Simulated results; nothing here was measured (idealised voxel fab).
The name of this process module is voxel spacer lines.
Section shown: cut. Width: 255 nm. Cell size: 5 nm, square.
Cross-section = grid of square cells, listed top down in bands; band = one or more rows.
Top, bottom (nm), then materials left to right with widths (nm); lone material tagged "full width" fills the whole band edge to edge; "blank" = empty space.
Zero point of the height axis is 0; under it, received wafer = one material. Lowest band: continues down indefinitely, "0 nm and below".
Quick explanation for "30 to 40": the width changes in equal steps down the rows of cells, from the first number in the band's top row to the second number in its bottom row.
Given "no modification" for a step, no cell of the cross-section differs between before and after that step.
Entry "Closed cavities" = empty spaces >= 8 cells with no open way to the top; each as width x height at distance, distance from left edge, all nm.
Text after the settings on a step's line: the simulator's own remark on that step.
"overlay nm" answers the question of how far to the right of plan the mask lay on a step that has a mask, and when it is negative the answer is to the left.
Planned process steps:
- 1: RECEIVE: material Si
- 2: CONFORMAL_DEP: material Al2O3, thk nm 10
- 3: DIRECTIONAL_DEP: material TiN, thk nm 10
- 4: DIRECTIONAL_DEP: material polySi, thk nm 30
- 5: PATTERN: tone cover, mask id MANDREL, material resist, width nm 20, pitch nm 60, thk nm 35, overlay nm 0
- 6: DIRECTIONAL_ETCH: etch materials polySi, depth nm 30
- 7: STRIP: etch materials resist
- 8: CONFORMAL_DEP: material SiO2, thk nm 10
- 9: DIRECTIONAL_ETCH: etch materials SiO2, depth nm 10
- 10: STRIP: etch materials polySi
- 11: DIRECTIONAL_ETCH: etch materials TiN, depth nm 10
- 12: STRIP: etch materials SiO2
- 13: FILL_DEP: material lowk, thk nm 5
- 14: CMP: height nm 20
As received, after step 1:
* 0 nm and below  Si full width
* Closed cavities: none
Same starting wafer, same plan as above, one mistake in the execution; this is the cross-section at the end of the module:
* 20 nm to 15 nm  lowk 75 nm | TiN 10 nm | lowk 20 nm | TiN 10 nm | lowk 20 nm | TiN 10 nm | lowk 20 nm | TiN 10 nm | lowk 80 nm
* 15 nm to 0 nm  Al2O3 full width
* 0 nm and below  Si full width
* Closed cavities: none
The mistake made against the process plan was this: planned and actual differ for step 2; actual: CONFORMAL_DEP: material Al2O3, thk nm 15
